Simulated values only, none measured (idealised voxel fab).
Process module in this document: voxel transistor to metal
Square cells of 5 nm make up the cross-section cut, whose width is 155 nm.
A cross-section in this document is a grid of square cells, and it is written down as bands, the top band listed before the ones below it; a band is made up of one or more rows of cells.
Heads up on the band format: heights come first, top then bottom, in nm. After that it's the materials left to right, each with its width in nm. A single material flagged "full width" fills the whole band edge to edge, and "air" means there's empty space there.
Heights from 0 (as-received wafer is one material below). Bottom band endless downward, as "z 0 and below".
It should be noted that a width expressed as "30..40" varies in equal increments from row to row of cells within the band, taking the value of the first number at the top row and that of the second number at the bottom row.
You'll sometimes find "no change occurred" written for a step, and that's the way of saying that nowhere in the cross-section did a cell change during that step.
This entry, "Closed-off voids", enumerates those empty regions of no fewer than 8 cells that possess no open connection to the top. Each region is reported in the form width x height at distance, the distance being taken from the left edge, with all three quantities expressed in nm.
Where a step's line continues beyond its settings, the continuation is a remark by the simulator itself on that step.
If you see "overlay nm" on a step's line and that step has a mask, it's telling you how far right of where it was planned the mask ended up; a negative number means it went left instead.
Pairs ahead. Before: cross-section ahead of one process step. After: cross-section once the step is done, shown to the lowest changed band only. Under each pair: that step, with settings. Caution: pairs may come from different runs of this module on the same starting wafer; a pair follows the pair above only where its "Pre-step condition" entry says so.
### Pre-step condition
* z 140 to 125: resist: 35, then air: 15, then resist: 55, then air: 15, then resist: 35
* z 125 to 110: aC: 35, then air: 15, then aC: 55, then air: 15, then aC: 35
* z 110 to 75: lowk full width
* z 75 to 70: SiCN full width
* z 70 to 65: SiCN: 30, then Ru: 25, then SiCN: 45, then Ru: 25, then SiCN: 30
* z 65 to 45: SiO2: 35, then TiN: 5, then aC: 5, then TiN: 5, then SiO2: 55, then TiN: 5, then aC: 5, then TiN: 5, then SiO2: 35
* z 45 to 40: SiN: 35, then TiN: 15, then SiN: 55, then TiN: 15, then SiN: 35
* z 40 to 30: SiO2: 35, then TiN: 5, then Ru: 15..10, then TiN: 5..10, then SiO2: 35, then TiN: 5..10, then Ru: 15..10, then TiN: 5, then SiO2: 35
* z 30 to 20: SiO2: 35, then TiN: 5, then Ru: 10, then TiN: 5, then SiN: 10, then SiCN: 25, then SiN: 10, then TiN: 5, then Ru: 10, then TiN: 5, then SiO2: 35
* z 20 to 5: SiO2: 35, then TiN: 5, then Ru: 10, then TiN: 5, then SiN: 10, then polySi: 25, then SiN: 10, then TiN: 5, then Ru: 10, then TiN: 5, then SiO2: 35
* z 5 to 0: SiO2: 35, then TiN: 20, then SiN: 10, then polySi: 25, then SiN: 10, then TiN: 20, then SiO2: 35
* z 0 to -5: SiO2: 25, then SiGe: 30, then SiO2: 45, then SiGe: 30, then SiO2: 25
* z -5 to -40: SiO2: 30, then Si: 95, then SiO2: 30
* z -40 and below: Si full width
* Closed-off voids: none
### after
* z 125 to 110: aC: 35, then air: 15, then aC: 55, then air: 15, then aC: 35
* Under 110: no change, same as before.
* Closed-off voids: none
The cross-sections above show the structure before and after this step: op STRIP | etch materials resist
Pre-step condition: The cross-section prior to this step is the one presented after the step of the pair immediately above.
### after
* z 125 to 110: aC: 35, then air: 15, then aC: 55, then air: 15, then aC: 35
* z 110 to 90: lowk: 35, then air: 15, then lowk: 55, then air: 15, then lowk: 35
* Under 90: no change, same as before.
* Closed-off voids: none
The cross-sections above show the structure before and after this step: op DIRECTIONAL_ETCH | etch materials lowk | depth nm 20
Pre-step condition: The cross-section prior to this step is the one presented after the step of the pair immediately above.
### after
* z 110 to 90: lowk: 35, then air: 15, then lowk: 55, then air: 15, then lowk: 35
* Under 90: no change, same as before.
* Closed-off voids: none
The cross-sections above show the structure before and after this step: op STRIP | etch materials aC
Pre-step condition: The cross-section prior to this step is the one presented after the step of the pair immediately above.
### after
* z 125 to 110: resist: 35, then air: 15, then resist: 55, then air: 15, then resist: 35
* Under 110: no change, same as before.
* Closed-off voids: none
The cross-sections above show the structure before and after this step: op PATTERN | tone open | mask id METAL_2_HOLES | material resist | width nm 15 | pitch nm 70 | thk nm 15 | overlay nm 0
Pre-step condition: The cross-section prior to this step is the one presented after the step of the pair immediately above.
### after
* z 125 to 110: resist: 35, then air: 15, then resist: 55, then air: 15, then resist: 35
* z 110 to 75: lowk: 35, then air: 15, then lowk: 55, then air: 15, then lowk: 35
* Under 75: no change, same as before.
* Closed-off voids: none
The cross-sections above show the structure before and after this step: op DIRECTIONAL_ETCH | etch materials lowk | depth nm 15
Pre-step condition: The cross-section prior to this step is the one presented after the step of the pair immediately above.
### after
* z 125 to 110: resist: 35, then air: 15, then resist: 55, then air: 15, then resist: 35
* z 110 to 75: lowk: 35, then air: 15, then lowk: 55, then air: 15, then lowk: 35
* z 75 to 70: SiCN: 35, then air: 15, then SiCN: 55, then air: 15, then SiCN: 35
* Under 70: no change, same as before.
* Closed-off voids: none
The cross-sections above show the structure before and after this step: op DIRECTIONAL_ETCH | etch materials SiCN | depth nm 5
Pre-step condition: The cross-section prior to this step is the one presented after the step of the pair immediately above.
### after
* z 110 to 75: lowk: 35, then air: 15, then lowk: 55, then air: 15, then lowk: 35
* Under 75: no change, same as before.
* Closed-off voids: none
The cross-sections above show the structure before and after this step: op STRIP | etch materials resist
Pre-step condition: The cross-section prior to this step is the one presented after the step of the pair immediately above.
### after
* z 115 to 110: TiN: 40, then air: 5, then TiN: 65, then air: 5, then TiN: 40
* z 110 to 75: lowk: 35, then TiN: 5, then air: 5, then TiN: 5, then lowk: 55, then TiN: 5, then air: 5, then TiN: 5, then lowk: 35
* z 75 to 70: SiCN: 35, then TiN: 15, then SiCN: 55, then TiN: 15, then SiCN: 35
* Under 70: no change, same as before.
* Closed-off voids: none
The cross-sections above show the structure before and after this step: op CONFORMAL_DEP | material TiN | thk nm 5
Pre-step condition: The cross-section prior to this step is the one presented after the step of the pair immediately above.
### after
* z 120 to 115: Ru full width
* z 115 to 110: TiN: 40, then Ru: 5, then TiN: 65, then Ru: 5, then TiN: 40
* z 110 to 75: lowk: 35, then TiN: 5, then Ru: 5, then TiN: 5, then lowk: 55, then TiN: 5, then Ru: 5, then TiN: 5, then lowk: 35
* Under 75: no change, same as before.
* Closed-off voids: none
The cross-sections above show the structure before and after this step: op FILL_DEP | material Ru | thk nm 5
Pre-step condition: The cross-section prior to this step is the one presented after the step of the pair immediately above.
### after
* z 110 to 75: lowk: 35, then TiN: 5, then Ru: 5, then TiN: 5, then lowk: 55, then TiN: 5, then Ru: 5, then TiN: 5, then lowk: 35
* Under 75: no change, same as before.
* Closed-off voids: none
The cross-sections above show the structure before and after this step: op CMP | height nm 110
Pre-step condition: The cross-section prior to this step is the one presented after the step of the pair immediately above.
### after
* z 115 to 110: SiCN full width
* Under 110: no change, same as before.
* Closed-off voids: none
The cross-sections above show the structure before and after this step: op CONFORMAL_DEP | material SiCN | thk nm 5
### Pre-step condition
* z 15 to 5: SiN full width
* z 5 to 0: SiO2 full width
* z 0 and below: Si full width
* Closed-off voids: none
### after
* z 30 to 15: resist: 25, then air: 105, then resist: 25
* Under 15: no change, same as before.
* Closed-off voids: none
The cross-sections above show the structure before and after this step: op PATTERN | tone open | mask id ACTIVE | material resist | width nm 105 | thk nm 15 | overlay nm 0
Pre-step condition: The cross-section prior to this step is the one presented after the step of the pair immediately above.
### after
* z 30 to 15: resist: 25, then air: 105, then resist: 25
* z 15 to 5: SiN: 25, then air: 105, then SiN: 25
* Under 5: no change, same as before.
* Closed-off voids: none
The cross-sections above show the structure before and after this step: op DIRECTIONAL_ETCH | etch materials SiN | depth nm 10
Pre-step condition: The cross-section prior to this step is the one presented after the step of the pair immediately above.
### after
* z 30 to 15: resist: 25, then air: 105, then resist: 25
* z 15 to 5: SiN: 25, then air: 105, then SiN: 25
* z 5 to 0: SiO2: 25, then air: 105, then SiO2: 25
* Under 0: no change, same as before.
* Closed-off voids: none
The cross-sections above show the structure before and after this step: op DIRECTIONAL_ETCH | etch materials SiO2 | depth nm 5
Pre-step condition: The cross-section prior to this step is the one presented after the step of the pair immediately above.
### after
* z 30 to 15: resist: 25, then air: 105, then resist: 25
* z 15 to 5: SiN: 25, then air: 105, then SiN: 25
* z 5 to 0: SiO2: 25, then air: 105, then SiO2: 25
* z 0 to -35: Si: 25, then air: 105, then Si: 25
* Under -35: no change, same as before.
* Closed-off voids: none
The cross-sections above show the structure before and after this step: op DIRECTIONAL_ETCH | etch materials Si | depth nm 35
Pre-step condition: The cross-section prior to this step is the one presented after the step of the pair immediately above.
### after
* z 15 to 5: SiN: 25, then air: 105, then SiN: 25
* Under 5: no change, same as before.
* Closed-off voids: none
The cross-sections above show the structure before and after this step: op STRIP | etch materials resist
Pre-step condition: The cross-section prior to this step is the one presented after the step of the pair immediately above.
### after
* z 15 to 5: SiN: 25, then air: 105, then SiN: 25
* z 5 to 0: SiO2: 25, then air: 105, then SiO2: 25
* z 0 to -35: Si: 20, then SiO2: 5, then air: 105, then SiO2: 5, then Si: 20
* z -35 to -40: Si: 20, then SiO2: 115, then Si: 20
* Under -40: no change, same as before.
* Closed-off voids: none
The cross-sections above show the structure before and after this step: op OXIDIZE | depth nm 5
Pre-step condition: The cross-section prior to this step is the one presented after the step of the pair immediately above.
### after
* z 25 to 15: SiO2 full width
* z 15 to 5: SiN: 25, then SiO2: 105, then SiN: 25
* z 5 to 0: SiO2 full width
* z 0 to -40: Si: 20, then SiO2: 115, then Si: 20
* Under -40: no change, same as before.
* Closed-off voids: none
The cross-sections above show the structure before and after this step: op FILL_DEP | material SiO2 | thk nm 10
Pre-step condition: The cross-section prior to this step is the one presented after the step of the pair immediately above.
### after
* z 15 to 5: SiN: 25, then SiO2: 105, then SiN: 25
* Under 5: no change, same as before.
* Closed-off voids: none
The cross-sections above show the structure before and after this step: op CMP | height nm 15
Pre-step condition: The cross-section prior to this step is the one presented after the step of the pair immediately above.
### after
* z 15 to 5: SiN: 25, then air: 105, then SiN: 25
* Under 5: no change, same as before.
* Closed-off voids: none
The cross-sections above show the structure before and after this step: op SELECTIVE_ETCH | etch materials SiO2 | depth nm 10
Pre-step condition: The cross-section prior to this step is the one presented after the step of the pair immediately above.
### after
* z 5 to 0: SiO2 full width
* Under 0: no change, same as before.
* Closed-off voids: none
The cross-sections above show the structure before and after this step: op STRIP | etch materials SiN
Pre-step condition: The cross-section prior to this step is the one presented after the step of the pair immediately above.
### after
* z 0 to -40: Si: 20, then SiO2: 115, then Si: 20
* Under -40: no change, same as before.
* Closed-off voids: none
The cross-sections above show the structure before and after this step: op SELECTIVE_ETCH | etch materials SiO2 | depth nm 5
Pre-step condition: The cross-section prior to this step is the one presented after the step of the pair immediately above.
### after
* z 0 to -5: SiO2 full width
* Under -5: no change, same as before.
* Closed-off voids: none
The cross-sections above show the structure before and after this step: op OXIDIZE | depth nm 5
Pre-step condition: The cross-section prior to this step is the one presented after the step of the pair immediately above.
### after
* z 20 to 0: polySi full width
* Under 0: no change, same as before.
* Closed-off voids: none
The cross-sections above show the structure before and after this step: op DIRECTIONAL_DEP | material polySi | thk nm 20
Pre-step condition: The cross-section prior to this step is the one presented after the step of the pair immediately above.
### after
* z 30 to 20: SiCN full width
* Under 20: no change, same as before.
* Closed-off voids: none
The cross-sections above show the structure before and after this step: op DIRECTIONAL_DEP | material SiCN | thk nm 10
Pre-step condition: The cross-section prior to this step is the one presented after the step of the pair immediately above.
### after
* z 30 to 20: air: 65, then SiCN: 25, then air: 65
* Under 20: no change, same as before.
* Closed-off voids: none
The cross-sections above show the structure before and after this step: op MASKED_ETCH | tone cover | mask id GATE | width nm 25 | etch materials SiCN | depth nm 20 | overlay nm 0
Pre-step condition: The cross-section prior to this step is the one presented after the step of the pair immediately above.
### after
* z 30 to 20: air: 65, then SiCN: 25, then air: 65
* z 20 to 0: air: 65, then polySi: 25, then air: 65
* Under 0: no change, same as before.
* Closed-off voids: none
The cross-sections above show the structure before and after this step: op MASKED_ETCH | tone cover | mask id GATE | width nm 25 | etch materials polySi | depth nm 30 | overlay nm 0
Pre-step condition: The cross-section prior to this step is the one presented after the step of the pair immediately above.
### after
* z 40 to 30: air: 55, then SiN: 45, then air: 55
* z 30 to 20: air: 55, then SiN: 10, then SiCN: 25, then SiN: 10, then air: 55
* z 20 to 10: air: 55, then SiN: 10, then polySi: 25, then SiN: 10, then air: 55
* z 10 to 0: SiN: 65, then polySi: 25, then SiN: 65
* Under 0: no change, same as before.
* Closed-off voids: none
The cross-sections above show the structure before and after this step: op CONFORMAL_DEP | material SiN | thk nm 10
Pre-step condition: The cross-section prior to this step is the one presented after the step of the pair immediately above.
### after
* z 30 to 20: air: 55, then SiN: 10, then SiCN: 25, then SiN: 10, then air: 55
* z 20 to 0: air: 55, then SiN: 10, then polySi: 25, then SiN: 10, then air: 55
* Under 0: no change, same as before.
* Closed-off voids: none
The cross-sections above show the structure before and after this step: op DIRECTIONAL_ETCH | etch materials SiN | depth nm 10
Pre-step condition: The cross-section prior to this step is the one presented after the step of the pair immediately above.
### after
* z 30 to 20: air: 55, then SiN: 10, then SiCN: 25, then SiN: 10, then air: 55
* z 20 to 0: air: 55, then SiN: 10, then polySi: 25, then SiN: 10, then air: 55
* z 0 to -5: air: 55, then SiO2: 45, then air: 55
* Under -5: no change, same as before.
* Closed-off voids: none
The cross-sections above show the structure before and after this step: op DIRECTIONAL_ETCH | etch materials SiO2 | depth nm 5
Pre-step condition: The cross-section prior to this step is the one presented after the step of the pair immediately above.
### after
* z 30 to 20: air: 55, then SiN: 10, then SiCN: 25, then SiN: 10, then air: 55
* z 20 to 0: air: 55, then SiN: 10, then polySi: 25, then SiN: 10, then air: 55
* z 0 to -5: SiGe: 25, then air: 30, then SiO2: 45, then air: 30, then SiGe: 25
* Under -5: no change, same as before.
* Closed-off voids: none
The cross-sections above show the structure before and after this step: op EPI | material SiGe | thk nm 5
Pre-step condition: The cross-section prior to this step is the one presented after the step of the pair immediately above.
### after
* z 40 to 30: SiO2 full width
* z 30 to 20: SiO2: 55, then SiN: 10, then SiCN: 25, then SiN: 10, then SiO2: 55
* z 20 to 0: SiO2: 55, then SiN: 10, then polySi: 25, then SiN: 10, then SiO2: 55
* z 0 to -5: SiGe: 25, then SiO2: 105, then SiGe: 25
* Under -5: no change, same as before.
* Closed-off voids: none
The cross-sections above show the structure before and after this step: op FILL_DEP | material SiO2 | thk nm 10
Pre-step condition: The cross-section prior to this step is the one presented after the step of the pair immediately above.
### after
* z 30 to 20: SiO2: 55, then SiN: 10, then SiCN: 25, then SiN: 10, then SiO2: 55
* Under 20: no change, same as before.
* Closed-off voids: none
The cross-sections above show the structure before and after this step: op CMP | height nm 30
Pre-step condition: The cross-section prior to this step is the one presented after the step of the pair immediately above.
### after
* z 40 to 30: SiO2 full width
* Under 30: no change, same as before.
* Closed-off voids: none
The cross-sections above show the structure before and after this step: op DIRECTIONAL_DEP | material SiO2 | thk nm 10
Pre-step condition: The cross-section prior to this step is the one presented after the step of the pair immediately above.
### after
* z 40 to 30: SiO2: 35, then air: 25, then SiO2: 35, then air: 25, then SiO2: 35
* z 30 to 20: SiO2: 35, then air: 20, then SiN: 10, then SiCN: 25, then SiN: 10, then air: 20, then SiO2: 35
* z 20 to 0: SiO2: 35, then air: 20, then SiN: 10, then polySi: 25, then SiN: 10, then air: 20, then SiO2: 35
* Under 0: no change, same as before.
* Closed-off voids: none
The cross-sections above show the structure before and after this step: op MASKED_ETCH | tone open | mask id CONTACT | width nm 25 | pitch nm 60 | etch materials SiO2 | depth nm 40 | overlay nm 0
Pre-step condition: The cross-section prior to this step is the one presented after the step of the pair immediately above.
### after
* z 45 to 40: TiN: 40, then air: 15, then TiN: 45, then air: 15, then TiN: 40
* z 40 to 30: SiO2: 35, then TiN: 5, then air: 15..10, then TiN: 5..10, then SiO2: 35, then TiN: 5..10, then air: 15..10, then TiN: 5, then SiO2: 35
* z 30 to 20: SiO2: 35, then TiN: 5, then air: 10, then TiN: 5, then SiN: 10, then SiCN: 25, then SiN: 10, then TiN: 5, then air: 10, then TiN: 5, then SiO2: 35
* z 20 to 5: SiO2: 35, then TiN: 5, then air: 10, then TiN: 5, then SiN: 10, then polySi: 25, then SiN: 10, then TiN: 5, then air: 10, then TiN: 5, then SiO2: 35
* z 5 to 0: SiO2: 35, then TiN: 20, then SiN: 10, then polySi: 25, then SiN: 10, then TiN: 20, then SiO2: 35
* Under 0: no change, same as before.
* Closed-off voids: none
The cross-sections above show the structure before and after this step: op CONFORMAL_DEP | material TiN | thk nm 5
Pre-step condition: The cross-section prior to this step is the one presented after the step of the pair immediately above.
### after
* z 50 to 45: Ru full width
* z 45 to 40: TiN: 40, then Ru: 15, then TiN: 45, then Ru: 15, then TiN: 40
* z 40 to 30: SiO2: 35, then TiN: 5, then Ru: 15..10, then TiN: 5..10, then SiO2: 35, then TiN: 5..10, then Ru: 15..10, then TiN: 5, then SiO2: 35
* z 30 to 20: SiO2: 35, then TiN: 5, then Ru: 10, then TiN: 5, then SiN: 10, then SiCN: 25, then SiN: 10, then TiN: 5, then Ru: 10, then TiN: 5, then SiO2: 35
* z 20 to 5: SiO2: 35, then TiN: 5, then Ru: 10, then TiN: 5, then SiN: 10, then polySi: 25, then SiN: 10, then TiN: 5, then Ru: 10, then TiN: 5, then SiO2: 35
* Under 5: no change, same as before.
* Closed-off voids: none
The cross-sections above show the structure before and after this step: op FILL_DEP | material Ru | thk nm 5
Pre-step condition: The cross-section prior to this step is the one presented after the step of the pair immediately above.
### after
* z 40 to 30: SiO2: 35, then TiN: 5, then Ru: 15..10, then TiN: 5..10, then SiO2: 35, then TiN: 5..10, then Ru: 15..10, then TiN: 5, then SiO2: 35
* Under 30: no change, same as before.
* Closed-off voids: none
The cross-sections above show the structure before and after this step: op CMP | height nm 40
Pre-step condition: The cross-section prior to this step is the one presented after the step of the pair immediately above.
### after
* z 45 to 40: SiN full width
* Under 40: no change, same as before.
* Closed-off voids: none
The cross-sections above show the structure before and after this step: op CONFORMAL_DEP | material SiN | thk nm 5
Pre-step condition: The cross-section prior to this step is the one presented after the step of the pair immediately above.
### after
* z 65 to 45: SiO2 full width
* Under 45: no change, same as before.
* Closed-off voids: none
The cross-sections above show the structure before and after this step: op DIRECTIONAL_DEP | material SiO2 | thk nm 20
Pre-step condition: The cross-section prior to this step is the one presented after the step of the pair immediately above.
### after
* z 85 to 65: resist: 35, then air: 15, then resist: 55, then air: 15, then resist: 35
* Under 65: no change, same as before.
* Closed-off voids: none
The cross-sections above show the structure before and after this step: op PATTERN | tone open | mask id METAL_1 | material resist | width nm 15 | pitch nm 70 | thk nm 20 | overlay nm 0
Pre-step condition: The cross-section prior to this step is the one presented after the step of the pair immediately above.
### after
* z 85 to 65: resist: 35, then air: 15, then resist: 55, then air: 15, then resist: 35
* z 65 to 45: SiO2: 35, then air: 15, then SiO2: 55, then air: 15, then SiO2: 35
* Under 45: no change, same as before.
* Closed-off voids: none
The cross-sections above show the structure before and after this step: op DIRECTIONAL_ETCH | etch materials SiO2 | depth nm 20
Pre-step condition: The cross-section prior to this step is the one presented after the step of the pair immediately above.
### after
* z 85 to 65: resist: 35, then air: 15, then resist: 55, then air: 15, then resist: 35
* z 65 to 45: SiO2: 35, then air: 15, then SiO2: 55, then air: 15, then SiO2: 35
* z 45 to 40: SiN: 35, then air: 15, then SiN: 55, then air: 15, then SiN: 35
* Under 40: no change, same as before.
* Closed-off voids: none
The cross-sections above show the structure before and after this step: op DIRECTIONAL_ETCH | etch materials SiN | depth nm 5
Pre-step condition: The cross-section prior to this step is the one presented after the step of the pair immediately above.
### after
* z 65 to 45: SiO2: 35, then air: 15, then SiO2: 55, then air: 15, then SiO2: 35
* Under 45: no change, same as before.
* Closed-off voids: none
The cross-sections above show the structure before and after this step: op STRIP | etch materials resist
Pre-step condition: The cross-section prior to this step is the one presented after the step of the pair immediately above.
### after
* z 70 to 65: TiN: 40, then air: 5, then TiN: 65, then air: 5, then TiN: 40
* z 65 to 45: SiO2: 35, then TiN: 5, then air: 5, then TiN: 5, then SiO2: 55, then TiN: 5, then air: 5, then TiN: 5, then SiO2: 35
* z 45 to 40: SiN: 35, then TiN: 15, then SiN: 55, then TiN: 15, then SiN: 35
* Under 40: no change, same as before.
* Closed-off voids: none
The cross-sections above show the structure before and after this step: op CONFORMAL_DEP | material TiN | thk nm 5
Pre-step condition: The cross-section prior to this step is the one presented after the step of the pair immediately above.
### after
* z 75 to 70: Cu full width
* z 70 to 65: TiN: 40, then Cu: 5, then TiN: 65, then Cu: 5, then TiN: 40
* z 65 to 45: SiO2: 35, then TiN: 5, then Cu: 5, then TiN: 5, then SiO2: 55, then TiN: 5, then Cu: 5, then TiN: 5, then SiO2: 35
* Under 45: no change, same as before.
* Closed-off voids: none
The cross-sections above show the structure before and after this step: op FILL_DEP | material Cu | thk nm 5
Pre-step condition: The cross-section prior to this step is the one presented after the step of the pair immediately above.
### after
* z 65 to 45: SiO2: 35, then TiN: 5, then Cu: 5, then TiN: 5, then SiO2: 55, then TiN: 5, then Cu: 5, then TiN: 5, then SiO2: 35
* Under 45: no change, same as before.
* Closed-off voids: none
The cross-sections above show the structure before and after this step: op CMP | height nm 65
Pre-step condition: The cross-section prior to this step is the one presented after the step of the pair immediately above.
### after
* z 70 to 65: air: 30, then Ru: 25, then air: 45, then Ru: 25, then air: 30
* Under 65: no change, same as before.
* Closed-off voids: none
The cross-sections above show the structure before and after this step: op EPI | material Ru | thk nm 5
Pre-step condition: The cross-section prior to this step is the one presented after the step of the pair immediately above.
### after
* z 75 to 70: SiCN full width
* z 70 to 65: SiCN: 30, then Ru: 25, then SiCN: 45, then Ru: 25, then SiCN: 30
* Under 65: no change, same as before.
* Closed-off voids: none
The cross-sections above show the structure before and after this step: op FILL_DEP | material SiCN | thk nm 5
Pre-step condition: The cross-section prior to this step is the one presented after the step of the pair immediately above.
### after
* z 110 to 75: lowk full width
* Under 75: no change, same as before.
* Closed-off voids: none
The cross-sections above show the structure before and after this step: op DIRECTIONAL_DEP | material lowk | thk nm 35
Pre-step condition: The cross-section prior to this step is the one presented after the step of the pair immediately above.
### after
* z 125 to 110: aC full width
* Under 110: no change, same as before.
* Closed-off voids: none
The cross-sections above show the structure before and after this step: op DIRECTIONAL_DEP | material aC | thk nm 15
Pre-step condition: The cross-section prior to this step is the one presented after the step of the pair immediately above.
### after
* z 155 to 125: resist: 35, then air: 15, then resist: 55, then air: 15, then resist: 35
* Under 125: no change, same as before.
* Closed-off voids: none
The cross-sections above show the structure before and after this step: op PATTERN | tone open | mask id METAL_2 | material resist | width nm 15 | pitch nm 70 | thk nm 30 | overlay nm 0
Pre-step condition: The cross-section prior to this step is the one presented after the step of the pair immediately above.
### after
* z 140 to 125: resist: 35, then air: 15, then resist: 55, then air: 15, then resist: 35
* z 125 to 110: aC: 35, then air: 15, then aC: 55, then air: 15, then aC: 35
* Under 110: no change, same as before.
* Closed-off voids: none
The cross-sections above show the structure before and after this step: op DIRECTIONAL_ETCH | etch materials aC | depth nm 15
Pre-step condition: The cross-section prior to this step is the one presented after the step of the pair immediately above.
### after
* z 125 to 110: aC: 35, then air: 15, then aC: 55, then air: 15, then aC: 35
* Under 110: no change, same as before.
* Closed-off voids: none
The cross-sections above show the structure before and after this step: op STRIP | etch materials resist
Pre-step condition: The cross-section prior to this step is the one presented after the step of the pair immediately above.
### after
* z 125 to 110: aC: 35, then air: 15, then aC: 55, then air: 15, then aC: 35
* z 110 to 90: lowk: 35, then air: 15, then lowk: 55, then air: 15, then lowk: 35
* Under 90: no change, same as before.
* Closed-off voids: none
The cross-sections above show the structure before and after this step: op DIRECTIONAL_ETCH | etch materials lowk | depth nm 20
Pre-step condition: The cross-section prior to this step is the one presented after the step of the pair immediately above.
### after
* z 110 to 90: lowk: 35, then air: 15, then lowk: 55, then air: 15, then lowk: 35
* Under 90: no change, same as before.
* Closed-off voids: none
The cross-sections above show the structure before and after this step: op STRIP | etch materials aC
Pre-step condition: The cross-section prior to this step is the one presented after the step of the pair immediately above.
### after
* z 125 to 110: resist: 35, then air: 15, then resist: 55, then air: 15, then resist: 35
* Under 110: no change, same as before.
* Closed-off voids: none
The cross-sections above show the structure before and after this step: op PATTERN | tone open | mask id METAL_2_HOLES | material resist | width nm 15 | pitch nm 70 | thk nm 15 | overlay nm 0
Pre-step condition: The cross-section prior to this step is the one presented after the step of the pair immediately above.
### after
* z 125 to 110: resist: 35, then air: 15, then resist: 55, then air: 15, then resist: 35
* z 110 to 75: lowk: 35, then air: 15, then lowk: 55, then air: 15, then lowk: 35
* Under 75: no change, same as before.
* Closed-off voids: none
The cross-sections above show the structure before and after this step: op DIRECTIONAL_ETCH | etch materials lowk | depth nm 15
Pre-step condition: The cross-section prior to this step is the one presented after the step of the pair immediately above.
### after
* z 125 to 110: resist: 35, then air: 15, then resist: 55, then air: 15, then resist: 35
* z 110 to 75: lowk: 35, then air: 15, then lowk: 55, then air: 15, then lowk: 35
* z 75 to 70: SiCN: 35, then air: 15, then SiCN: 55, then air: 15, then SiCN: 35
* Under 70: no change, same as before.
* Closed-off voids: none
The cross-sections above show the structure before and after this step: op DIRECTIONAL_ETCH | etch materials SiCN | depth nm 5
Pre-step condition: The cross-section prior to this step is the one presented after the step of the pair immediately above.
### after
* z 110 to 75: lowk: 35, then air: 15, then lowk: 55, then air: 15, then lowk: 35
* Under 75: no change, same as before.
* Closed-off voids: none
The cross-sections above show the structure before and after this step: op STRIP | etch materials resist
Pre-step condition: The cross-section prior to this step is the one presented after the step of the pair immediately above.
### after
* z 115 to 110: TiN: 40, then air: 5, then TiN: 65, then air: 5, then TiN: 40
* z 110 to 75: lowk: 35, then TiN: 5, then air: 5, then TiN: 5, then lowk: 55, then TiN: 5, then air: 5, then TiN: 5, then lowk: 35
* z 75 to 70: SiCN: 35, then TiN: 15, then SiCN: 55, then TiN: 15, then SiCN: 35
* Under 70: no change, same as before.
* Closed-off voids: none
The cross-sections above show the structure before and after this step: op CONFORMAL_DEP | material TiN | thk nm 5
Pre-step condition: The cross-section prior to this step is the one presented after the step of the pair immediately above.
### after
* z 120 to 115: Ru full width
* z 115 to 110: TiN: 40, then Ru: 5, then TiN: 65, then Ru: 5, then TiN: 40
* z 110 to 75: lowk: 35, then TiN: 5, then Ru: 5, then TiN: 5, then lowk: 55, then TiN: 5, then Ru: 5, then TiN: 5, then lowk: 35
* Under 75: no change, same as before.
* Closed-off voids: none
The cross-sections above show the structure before and after this step: op FILL_DEP | material Ru | thk nm 5
Pre-step condition: The cross-section prior to this step is the one presented after the step of the pair immediately above.
### after
* z 110 to 75: lowk: 35, then TiN: 5, then Ru: 5, then TiN: 5, then lowk: 55, then TiN: 5, then Ru: 5, then TiN: 5, then lowk: 35
* Under 75: no change, same as before.
* Closed-off voids: none
The cross-sections above show the structure before and after this step: op CMP | height nm 110
Pre-step condition: The cross-section prior to this step is the one presented after the step of the pair immediately above.
### after
* z 115 to 110: SiCN full width
* Under 110: no change, same as before.
* Closed-off voids: none
The cross-sections above show the structure before and after this step: op CONFORMAL_DEP | material SiCN | thk nm 5
